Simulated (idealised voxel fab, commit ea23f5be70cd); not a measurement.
Process module heading - voxel wiring stack
The cross-section shown here is cut; it is 220 nm wide and divided into square cells measuring 5 nm on a side.
Think of the cross-section as a grid of square cells. We describe it in bands, top to bottom, and each band covers one or more rows of those cells.
Top height, bottom height, nm. Materials left to right, width each, nm. Single material + "all across" = fills band edge to edge. "empty" = empty.
Below 0: as-received wafer, all one material; heights counted from there. Lowest band: no bottom, goes on down, written "from 0 down".
A width such as "30 to 40" changes by the same amount from each row of cells to the next, from the band's top row to its bottom row.
Any step labelled "stayed the same" changed none of the cells in the cross-section.
Heads up: "Encapsulated voids" only lists the empty pockets with no open path to the top that are 8 cells or more, and it writes them as width x height at distance, distance from the left edge, in nm.
Whatever follows a step's settings on its line is a remark the simulator itself makes about that step.
Steps that use a mask can have "overlay nm" on their line. It says how far the mask sat to the right of where it was meant to be. Negative means to the left.

### plan
1,RECEIVE with material Si
2,CONFORMAL_DEP with material SiO2, thk nm 10
3,DIRECTIONAL_DEP with material TiN, thk nm 5
4,DIRECTIONAL_DEP with material Ru, thk nm 20
5,DIRECTIONAL_DEP with material aC, thk nm 10
6,PATTERN with tone cover, mask id METAL_1, material resist, width nm 30, pitch nm 45, thk nm 30, overlay nm 0
7,DIRECTIONAL_ETCH with etch materials aC, depth nm 10
8,STRIP with etch materials resist
9,DIRECTIONAL_ETCH with etch materials Ru, depth nm 20
10,DIRECTIONAL_ETCH with etch materials TiN, depth nm 5
11,STRIP with etch materials aC
12,CONFORMAL_DEP with material SiCN, thk nm 5
13,FILL_DEP with material SiO2, thk nm 5
14,CMP with height nm 35
15,CONFORMAL_DEP with material SiCN, thk nm 5
16,DIRECTIONAL_DEP with material lowk, thk nm 30
17,DIRECTIONAL_DEP with material aC, thk nm 10
18,PATTERN with tone open, mask id METAL_2_HOLES, material resist, width nm 15, thk nm 25, overlay nm 0
19,DIRECTIONAL_ETCH with etch materials aC, depth nm 10
20,STRIP with etch materials resist
21,DIRECTIONAL_ETCH with etch materials lowk, depth nm 30
22,STRIP with etch materials aC
23,MASKED_ETCH with tone open, mask id METAL_2, width nm 30, pitch nm 45, etch materials lowk, depth nm 15, overlay nm 0
24,MASKED_ETCH with tone open, mask id METAL_2, width nm 30, pitch nm 45, etch materials SiCN, depth nm 5, overlay nm 0
25,CONFORMAL_DEP with material TiN, thk nm 5
26,FILL_DEP with material Ru, thk nm 10
27,CMP with height nm 70
28,CONFORMAL_DEP with material SiCN, thk nm 5
29,DIRECTIONAL_DEP with material lowk, thk nm 10
30,PATTERN with tone open, mask id PLUG_2, material resist, width nm 15, thk nm 20, overlay nm 0
31,DIRECTIONAL_ETCH with etch materials lowk, depth nm 10
32,DIRECTIONAL_ETCH with etch materials SiCN, depth nm 5
33,STRIP with etch materials resist
34,CONFORMAL_DEP with material TiN, thk nm 5
35,FILL_DEP with material W, thk nm 5
36,CMP with height nm 85
37,CONFORMAL_DEP with material SiCN, thk nm 5
38,DIRECTIONAL_DEP with material SiO2, thk nm 15
39,PATTERN with tone open, mask id METAL_3, material resist, width nm 30, pitch nm 45, thk nm 15, overlay nm 0
40,DIRECTIONAL_ETCH with etch materials SiO2, depth nm 15
41,DIRECTIONAL_ETCH with etch materials SiCN, depth nm 5
42,STRIP with etch materials resist
43,CONFORMAL_DEP with material TiN, thk nm 5
44,FILL_DEP with material Ru, thk nm 5
45,CMP with height nm 105
46,EPI with material Ru, thk nm 5
47,FILL_DEP with material SiCN, thk nm 5

### Concerning the first of two wafers, which was run in accordance with the plan

### Cross-section of the wafer as it came to us, i.e., already through step 1
  from 0 down = Si all across
  Encapsulated voids: none

### Presented here is a cross-section of the wafer after step 2 has been performed
  from 10 to 0 = SiO2 all across
  Below a height of 0, the structure has not been altered.

### Presented here is a cross-section of the wafer after step 3 has been performed
  from 15 to 10 = TiN all across
  Below a height of 10, the structure has not been altered.

### Presented here is a cross-section of the wafer after step 4 has been performed
  from 35 to 15 = Ru all across
  Below a height of 15, the structure has not been altered.

### Presented here is a cross-section of the wafer after step 5 has been performed
  from 45 to 35 = aC all across
  Below a height of 35, the structure has not been altered.

### Presented here is a cross-section of the wafer after step 6 has been performed
  from 75 to 45 = empty 70 nm; resist 30 nm; empty 15 nm; resist 30 nm; empty 75 nm
  Below a height of 45, the structure has not been altered.

### Presented here is a cross-section of the wafer after step 7 has been performed
  from 65 to 45 = empty 70 nm; resist 30 nm; empty 15 nm; resist 30 nm; empty 75 nm
  from 45 to 35 = empty 70 nm; aC 30 nm; empty 15 nm; aC 30 nm; empty 75 nm
  Below a height of 35, the structure has not been altered.

### Presented here is a cross-section of the wafer after step 8 has been performed
  from 45 to 35 = empty 70 nm; aC 30 nm; empty 15 nm; aC 30 nm; empty 75 nm
  Below a height of 35, the structure has not been altered.

### Presented here is a cross-section of the wafer after step 9 has been performed
  from 45 to 35 = empty 70 nm; aC 30 nm; empty 15 nm; aC 30 nm; empty 75 nm
  from 35 to 15 = empty 70 nm; Ru 30 nm; empty 15 nm; Ru 30 nm; empty 75 nm
  Below a height of 15, the structure has not been altered.

### Presented here is a cross-section of the wafer after step 10 has been performed
  from 45 to 35 = empty 70 nm; aC 30 nm; empty 15 nm; aC 30 nm; empty 75 nm
  from 35 to 15 = empty 70 nm; Ru 30 nm; empty 15 nm; Ru 30 nm; empty 75 nm
  from 15 to 10 = empty 70 nm; TiN 30 nm; empty 15 nm; TiN 30 nm; empty 75 nm
  Below a height of 10, the structure has not been altered.

### Presented here is a cross-section of the wafer after step 11 has been performed
  from 35 to 15 = empty 70 nm; Ru 30 nm; empty 15 nm; Ru 30 nm; empty 75 nm
  Below a height of 15, the structure has not been altered.

### Presented here is a cross-section of the wafer after step 12 has been performed
  from 40 to 35 = empty 65 nm; SiCN 40 nm; empty 5 nm; SiCN 40 nm; empty 70 nm
  from 35 to 15 = empty 65 nm; SiCN 5 nm; Ru 30 nm; SiCN 5 nm; empty 5 nm; SiCN 5 nm; Ru 30 nm; SiCN 5 nm; empty 70 nm
  from 15 to 10 = SiCN 70 nm; TiN 30 nm; SiCN 15 nm; TiN 30 nm; SiCN 75 nm
  Below a height of 10, the structure has not been altered.

### Presented here is a cross-section of the wafer after step 13 has been performed
  from 45 to 40 = SiO2 all across
  from 40 to 35 = SiO2 65 nm; SiCN 40 nm; SiO2 5 nm; SiCN 40 nm; SiO2 70 nm
  from 35 to 15 = SiO2 65 nm; SiCN 5 nm; Ru 30 nm; SiCN 5 nm; SiO2 5 nm; SiCN 5 nm; Ru 30 nm; SiCN 5 nm; SiO2 70 nm
  Below a height of 15, the structure has not been altered.

### Presented here is a cross-section of the wafer after step 14 has been performed
  from 35 to 15 = SiO2 65 nm; SiCN 5 nm; Ru 30 nm; SiCN 5 nm; SiO2 5 nm; SiCN 5 nm; Ru 30 nm; SiCN 5 nm; SiO2 70 nm
  Below a height of 15, the structure has not been altered.

### Presented here is a cross-section of the wafer after step 15 has been performed
  from 40 to 35 = SiCN all across
  Below a height of 35, the structure has not been altered.

### Presented here is a cross-section of the wafer after step 16 has been performed
  from 70 to 40 = lowk all across
  Below a height of 40, the structure has not been altered.

### Presented here is a cross-section of the wafer after step 17 has been performed
  from 80 to 70 = aC all across
  Below a height of 70, the structure has not been altered.

### Presented here is a cross-section of the wafer after step 18 has been performed
  from 105 to 80 = resist 70 nm; empty 15 nm; resist 135 nm
  Below a height of 80, the structure has not been altered.

### Presented here is a cross-section of the wafer after step 19 has been performed
  from 95 to 80 = resist 70 nm; empty 15 nm; resist 135 nm
  from 80 to 70 = aC 70 nm; empty 15 nm; aC 135 nm
  Below a height of 70, the structure has not been altered.

### Presented here is a cross-section of the wafer after step 20 has been performed
  from 80 to 70 = aC 70 nm; empty 15 nm; aC 135 nm
  Below a height of 70, the structure has not been altered.

### Presented here is a cross-section of the wafer after step 21 has been performed
  from 80 to 70 = aC 70 nm; empty 15 nm; aC 135 nm
  from 70 to 40 = lowk 70 nm; empty 15 nm; lowk 135 nm
  Below a height of 40, the structure has not been altered.

### Presented here is a cross-section of the wafer after step 22 has been performed
  from 70 to 40 = lowk 70 nm; empty 15 nm; lowk 135 nm
  Below a height of 40, the structure has not been altered.

### Presented here is a cross-section of the wafer after step 23 has been performed
  from 70 to 55 = lowk 70 nm; empty 30 nm; lowk 15 nm; empty 30 nm; lowk 75 nm
  Below a height of 55, the structure has not been altered.

### Presented here is a cross-section of the wafer after step 24 has been performed
  from 70 to 55 = lowk 70 nm; empty 30 nm; lowk 15 nm; empty 30 nm; lowk 75 nm
  from 55 to 40 = lowk 70 nm; empty 15 nm; lowk 135 nm
  from 40 to 35 = SiCN 70 nm; empty 15 nm; SiCN 135 nm
  Below a height of 35, the structure has not been altered.

### Presented here is a cross-section of the wafer after step 25 has been performed
  from 75 to 70 = TiN 75 nm; empty 20 nm; TiN 25 nm; empty 20 nm; TiN 80 nm
  from 70 to 60 = lowk 70 nm; TiN 5 nm; empty 20 nm; TiN 5 nm; lowk 15 nm; TiN 5 nm; empty 20 nm; TiN 5 nm; lowk 75 nm
  from 60 to 55 = lowk 70 nm; TiN 5 nm; empty 5 nm; TiN 20 nm; lowk 15 nm; TiN 30 nm; lowk 75 nm
  from 55 to 40 = lowk 70 nm; TiN 5 nm; empty 5 nm; TiN 5 nm; lowk 135 nm
  from 40 to 35 = SiCN 70 nm; TiN 15 nm; SiCN 135 nm
  Below a height of 35, the structure has not been altered.

### Presented here is a cross-section of the wafer after step 26 has been performed
  from 85 to 75 = Ru all across
  from 75 to 70 = TiN 75 nm; Ru 20 nm; TiN 25 nm; Ru 20 nm; TiN 80 nm
  from 70 to 60 = lowk 70 nm; TiN 5 nm; Ru 20 nm; TiN 5 nm; lowk 15 nm; TiN 5 nm; Ru 20 nm; TiN 5 nm; lowk 75 nm
  from 60 to 55 = lowk 70 nm; TiN 5 nm; Ru 5 nm; TiN 20 nm; lowk 15 nm; TiN 30 nm; lowk 75 nm
  from 55 to 40 = lowk 70 nm; TiN 5 nm; Ru 5 nm; TiN 5 nm; lowk 135 nm
  Below a height of 40, the structure has not been altered.

### Presented here is a cross-section of the wafer after step 27 has been performed
  from 70 to 60 = lowk 70 nm; TiN 5 nm; Ru 20 nm; TiN 5 nm; lowk 15 nm; TiN 5 nm; Ru 20 nm; TiN 5 nm; lowk 75 nm
  Below a height of 60, the structure has not been altered.

### Presented here is a cross-section of the wafer after step 28 has been performed
  from 75 to 70 = SiCN all across
  Below a height of 70, the structure has not been altered.

### Presented here is a cross-section of the wafer after step 29 has been performed
  from 85 to 75 = lowk all across
  Below a height of 75, the structure has not been altered.

### Presented here is a cross-section of the wafer after step 30 has been performed
  from 105 to 85 = resist 70 nm; empty 15 nm; resist 135 nm
  Below a height of 85, the structure has not been altered.

### Presented here is a cross-section of the wafer after step 31 has been performed
  from 105 to 85 = resist 70 nm; empty 15 nm; resist 135 nm
  from 85 to 75 = lowk 70 nm; empty 15 nm; lowk 135 nm
  Below a height of 75, the structure has not been altered.

### Presented here is a cross-section of the wafer after step 32 has been performed
  from 105 to 85 = resist 70 nm; empty 15 nm; resist 135 nm
  from 85 to 75 = lowk 70 nm; empty 15 nm; lowk 135 nm
  from 75 to 70 = SiCN 70 nm; empty 15 nm; SiCN 135 nm
  Below a height of 70, the structure has not been altered.

### Presented here is a cross-section of the wafer after step 33 has been performed
  from 85 to 75 = lowk 70 nm; empty 15 nm; lowk 135 nm
  Below a height of 75, the structure has not been altered.

### Presented here is a cross-section of the wafer after step 34 has been performed
  from 90 to 85 = TiN 75 nm; empty 5 nm; TiN 140 nm
  from 85 to 75 = lowk 70 nm; TiN 5 nm; empty 5 nm; TiN 5 nm; lowk 135 nm
  from 75 to 70 = SiCN 70 nm; TiN 15 nm; SiCN 135 nm
  Below a height of 70, the structure has not been altered.

### Presented here is a cross-section of the wafer after step 35 has been performed
  from 95 to 90 = W all across
  from 90 to 85 = TiN 75 nm; W 5 nm; TiN 140 nm
  from 85 to 75 = lowk 70 nm; TiN 5 nm; W 5 nm; TiN 5 nm; lowk 135 nm
  Below a height of 75, the structure has not been altered.

### Presented here is a cross-section of the wafer after step 36 has been performed
  from 85 to 75 = lowk 70 nm; TiN 5 nm; W 5 nm; TiN 5 nm; lowk 135 nm
  Below a height of 75, the structure has not been altered.

### Presented here is a cross-section of the wafer after step 37 has been performed
  from 90 to 85 = SiCN all across
  Below a height of 85, the structure has not been altered.

### Presented here is a cross-section of the wafer after step 38 has been performed
  from 105 to 90 = SiO2 all across
  Below a height of 90, the structure has not been altered.

### Presented here is a cross-section of the wafer after step 39 has been performed
  from 120 to 105 = resist 70 nm; empty 30 nm; resist 15 nm; empty 30 nm; resist 75 nm
  Below a height of 105, the structure has not been altered.

### Presented here is a cross-section of the wafer after step 40 has been performed
  from 120 to 105 = resist 70 nm; empty 30 nm; resist 15 nm; empty 30 nm; resist 75 nm
  from 105 to 90 = SiO2 70 nm; empty 30 nm; SiO2 15 nm; empty 30 nm; SiO2 75 nm
  Below a height of 90, the structure has not been altered.

### Presented here is a cross-section of the wafer after step 41 has been performed
  from 120 to 105 = resist 70 nm; empty 30 nm; resist 15 nm; empty 30 nm; resist 75 nm
  from 105 to 90 = SiO2 70 nm; empty 30 nm; SiO2 15 nm; empty 30 nm; SiO2 75 nm
  from 90 to 85 = SiCN 70 nm; empty 30 nm; SiCN 15 nm; empty 30 nm; SiCN 75 nm
  Below a height of 85, the structure has not been altered.

### Presented here is a cross-section of the wafer after step 42 has been performed
  from 105 to 90 = SiO2 70 nm; empty 30 nm; SiO2 15 nm; empty 30 nm; SiO2 75 nm
  Below a height of 90, the structure has not been altered.

### Presented here is a cross-section of the wafer after step 43 has been performed
  from 110 to 105 = TiN 75 nm; empty 20 nm; TiN 25 nm; empty 20 nm; TiN 80 nm
  from 105 to 90 = SiO2 70 nm; TiN 5 nm; empty 20 nm; TiN 5 nm; SiO2 15 nm; TiN 5 nm; empty 20 nm; TiN 5 nm; SiO2 75 nm
  from 90 to 85 = SiCN 70 nm; TiN 30 nm; SiCN 15 nm; TiN 30 nm; SiCN 75 nm
  Below a height of 85, the structure has not been altered.

### Presented here is a cross-section of the wafer after step 44 has been performed
  from 115 to 110 = Ru all across
  from 110 to 105 = TiN 75 nm; Ru 20 nm; TiN 25 nm; Ru 20 nm; TiN 80 nm
  from 105 to 90 = SiO2 70 nm; TiN 5 nm; Ru 20 nm; TiN 5 nm; SiO2 15 nm; TiN 5 nm; Ru 20 nm; TiN 5 nm; SiO2 75 nm
  Below a height of 90, the structure has not been altered.

### Presented here is a cross-section of the wafer after step 45 has been performed
  from 105 to 90 = SiO2 70 nm; TiN 5 nm; Ru 20 nm; TiN 5 nm; SiO2 15 nm; TiN 5 nm; Ru 20 nm; TiN 5 nm; SiO2 75 nm
  Below a height of 90, the structure has not been altered.

### Presented here is a cross-section of the wafer after step 46 has been performed
  from 110 to 105 = empty 65 nm; Ru 40 nm; empty 5 nm; Ru 40 nm; empty 70 nm
  Below a height of 105, the structure has not been altered.

### Presented here is a cross-section of the wafer after step 47 has been performed
  from 115 to 110 = SiCN all across
  from 110 to 105 = SiCN 65 nm; Ru 40 nm; SiCN 5 nm; Ru 40 nm; SiCN 70 nm
  Below a height of 105, the structure has not been altered.

### Okay, second wafer. Nothing different at the start, nothing different in the plan, just one mistake somewhere in the running. As far as step 15, counting that step, it's the first wafer all over again

### Cross-section of the second wafer at the time step 16 of the plan should have ended
  from 100 to 40 = lowk all across
  Below a height of 40, the structure has not been altered.

### Cross-section of the second wafer at the time step 17 of the plan should have ended
  from 110 to 100 = aC all across
  Below a height of 100, the structure has not been altered.

### Cross-section of the second wafer at the time step 18 of the plan should have ended
  from 135 to 110 = resist 70 nm; empty 15 nm; resist 135 nm
  Below a height of 110, the structure has not been altered.

### Cross-section of the second wafer at the time step 19 of the plan should have ended
  from 125 to 110 = resist 70 nm; empty 15 nm; resist 135 nm
  from 110 to 100 = aC 70 nm; empty 15 nm; aC 135 nm
  Below a height of 100, the structure has not been altered.

### Cross-section of the second wafer at the time step 20 of the plan should have ended
  from 110 to 100 = aC 70 nm; empty 15 nm; aC 135 nm
  Below a height of 100, the structure has not been altered.

### Cross-section of the second wafer at the time step 21 of the plan should have ended
  from 110 to 100 = aC 70 nm; empty 15 nm; aC 135 nm
  from 100 to 70 = lowk 70 nm; empty 15 nm; lowk 135 nm
  Below a height of 70, the structure has not been altered.

### Cross-section of the second wafer at the time step 22 of the plan should have ended
  from 100 to 70 = lowk 70 nm; empty 15 nm; lowk 135 nm
  Below a height of 70, the structure has not been altered.

### Cross-section of the second wafer at the time step 23 of the plan should have ended
  from 100 to 85 = lowk 70 nm; empty 30 nm; lowk 15 nm; empty 30 nm; lowk 75 nm
  from 85 to 55 = lowk 70 nm; empty 15 nm; lowk 135 nm
  Below a height of 55, the structure has not been altered.

Cross-section of the second wafer at the time step 24 of the plan should have ended: stayed the same

### Cross-section of the second wafer at the time step 25 of the plan should have ended
  from 105 to 100 = TiN 75 nm; empty 20 nm; TiN 25 nm; empty 20 nm; TiN 80 nm
  from 100 to 90 = lowk 70 nm; TiN 5 nm; empty 20 nm; TiN 5 nm; lowk 15 nm; TiN 5 nm; empty 20 nm; TiN 5 nm; lowk 75 nm
  from 90 to 85 = lowk 70 nm; TiN 5 nm; empty 5 nm; TiN 20 nm; lowk 15 nm; TiN 30 nm; lowk 75 nm
  from 85 to 60 = lowk 70 nm; TiN 5 nm; empty 5 nm; TiN 5 nm; lowk 135 nm
  from 60 to 55 = lowk 70 nm; TiN 15 nm; lowk 135 nm
  Below a height of 55, the structure has not been altered.

### Cross-section of the second wafer at the time step 26 of the plan should have ended
  from 115 to 105 = Ru all across
  from 105 to 100 = TiN 75 nm; Ru 20 nm; TiN 25 nm; Ru 20 nm; TiN 80 nm
  from 100 to 90 = lowk 70 nm; TiN 5 nm; Ru 20 nm; TiN 5 nm; lowk 15 nm; TiN 5 nm; Ru 20 nm; TiN 5 nm; lowk 75 nm
  from 90 to 85 = lowk 70 nm; TiN 5 nm; Ru 5 nm; TiN 20 nm; lowk 15 nm; TiN 30 nm; lowk 75 nm
  from 85 to 60 = lowk 70 nm; TiN 5 nm; Ru 5 nm; TiN 5 nm; lowk 135 nm
  Below a height of 60, the structure has not been altered.

### Cross-section of the second wafer at the time step 27 of the plan should have ended
  from 70 to 60 = lowk 70 nm; TiN 5 nm; Ru 5 nm; TiN 5 nm; lowk 135 nm
  Below a height of 60, the structure has not been altered.

### Cross-section of the second wafer at the time step 28 of the plan should have ended
  from 75 to 70 = SiCN all across
  Below a height of 70, the structure has not been altered.

### Cross-section of the second wafer at the time step 29 of the plan should have ended
  from 85 to 75 = lowk all across
  Below a height of 75, the structure has not been altered.

### Cross-section of the second wafer at the time step 30 of the plan should have ended
  from 105 to 85 = resist 70 nm; empty 15 nm; resist 135 nm
  Below a height of 85, the structure has not been altered.

### Cross-section of the second wafer at the time step 31 of the plan should have ended
  from 105 to 85 = resist 70 nm; empty 15 nm; resist 135 nm
  from 85 to 75 = lowk 70 nm; empty 15 nm; lowk 135 nm
  Below a height of 75, the structure has not been altered.

### Cross-section of the second wafer at the time step 32 of the plan should have ended
  from 105 to 85 = resist 70 nm; empty 15 nm; resist 135 nm
  from 85 to 75 = lowk 70 nm; empty 15 nm; lowk 135 nm
  from 75 to 70 = SiCN 70 nm; empty 15 nm; SiCN 135 nm
  Below a height of 70, the structure has not been altered.

### Cross-section of the second wafer at the time step 33 of the plan should have ended
  from 85 to 75 = lowk 70 nm; empty 15 nm; lowk 135 nm
  Below a height of 75, the structure has not been altered.

### Cross-section of the second wafer at the time step 34 of the plan should have ended
  from 90 to 85 = TiN 75 nm; empty 5 nm; TiN 140 nm
  from 85 to 75 = lowk 70 nm; TiN 5 nm; empty 5 nm; TiN 5 nm; lowk 135 nm
  from 75 to 70 = SiCN 70 nm; TiN 15 nm; SiCN 135 nm
  Below a height of 70, the structure has not been altered.

### Cross-section of the second wafer at the time step 35 of the plan should have ended
  from 95 to 90 = W all across
  from 90 to 85 = TiN 75 nm; W 5 nm; TiN 140 nm
  from 85 to 75 = lowk 70 nm; TiN 5 nm; W 5 nm; TiN 5 nm; lowk 135 nm
  Below a height of 75, the structure has not been altered.

### Cross-section of the second wafer at the time step 36 of the plan should have ended
  from 85 to 75 = lowk 70 nm; TiN 5 nm; W 5 nm; TiN 5 nm; lowk 135 nm
  Below a height of 75, the structure has not been altered.

### Cross-section of the second wafer at the time step 37 of the plan should have ended
  from 90 to 85 = SiCN all across
  Below a height of 85, the structure has not been altered.

### Cross-section of the second wafer at the time step 38 of the plan should have ended
  from 105 to 90 = SiO2 all across
  Below a height of 90, the structure has not been altered.

### Cross-section of the second wafer at the time step 39 of the plan should have ended
  from 120 to 105 = resist 70 nm; empty 30 nm; resist 15 nm; empty 30 nm; resist 75 nm
  Below a height of 105, the structure has not been altered.

### Cross-section of the second wafer at the time step 40 of the plan should have ended
  from 120 to 105 = resist 70 nm; empty 30 nm; resist 15 nm; empty 30 nm; resist 75 nm
  from 105 to 90 = SiO2 70 nm; empty 30 nm; SiO2 15 nm; empty 30 nm; SiO2 75 nm
  Below a height of 90, the structure has not been altered.

### Cross-section of the second wafer at the time step 41 of the plan should have ended
  from 120 to 105 = resist 70 nm; empty 30 nm; resist 15 nm; empty 30 nm; resist 75 nm
  from 105 to 90 = SiO2 70 nm; empty 30 nm; SiO2 15 nm; empty 30 nm; SiO2 75 nm
  from 90 to 85 = SiCN 70 nm; empty 30 nm; SiCN 15 nm; empty 30 nm; SiCN 75 nm
  Below a height of 85, the structure has not been altered.

### Cross-section of the second wafer at the time step 42 of the plan should have ended
  from 105 to 90 = SiO2 70 nm; empty 30 nm; SiO2 15 nm; empty 30 nm; SiO2 75 nm
  Below a height of 90, the structure has not been altered.

### Cross-section of the second wafer at the time step 43 of the plan should have ended
  from 110 to 105 = TiN 75 nm; empty 20 nm; TiN 25 nm; empty 20 nm; TiN 80 nm
  from 105 to 90 = SiO2 70 nm; TiN 5 nm; empty 20 nm; TiN 5 nm; SiO2 15 nm; TiN 5 nm; empty 20 nm; TiN 5 nm; SiO2 75 nm
  from 90 to 85 = SiCN 70 nm; TiN 30 nm; SiCN 15 nm; TiN 30 nm; SiCN 75 nm
  Below a height of 85, the structure has not been altered.

### Cross-section of the second wafer at the time step 44 of the plan should have ended
  from 115 to 110 = Ru all across
  from 110 to 105 = TiN 75 nm; Ru 20 nm; TiN 25 nm; Ru 20 nm; TiN 80 nm
  from 105 to 90 = SiO2 70 nm; TiN 5 nm; Ru 20 nm; TiN 5 nm; SiO2 15 nm; TiN 5 nm; Ru 20 nm; TiN 5 nm; SiO2 75 nm
  Below a height of 90, the structure has not been altered.

### Cross-section of the second wafer at the time step 45 of the plan should have ended
  from 105 to 90 = SiO2 70 nm; TiN 5 nm; Ru 20 nm; TiN 5 nm; SiO2 15 nm; TiN 5 nm; Ru 20 nm; TiN 5 nm; SiO2 75 nm
  Below a height of 90, the structure has not been altered.

### Cross-section of the second wafer at the time step 46 of the plan should have ended
  from 110 to 105 = empty 65 nm; Ru 40 nm; empty 5 nm; Ru 40 nm; empty 70 nm
  Below a height of 105, the structure has not been altered.

### Cross-section of the second wafer at the time step 47 of the plan should have ended
  from 115 to 110 = SiCN all across
  from 110 to 105 = SiCN 65 nm; Ru 40 nm; SiCN 5 nm; Ru 40 nm; SiCN 70 nm
  Below a height of 105, the structure has not been altered.
What was done differently from what was planned? in the plan, step 16 was performed twice
Final difference in cells, second wafer against first, listed per material as more or fewer: Ru: 18 fewer, SiCN: 3 more, TiN: 21 fewer, lowk: 36 more
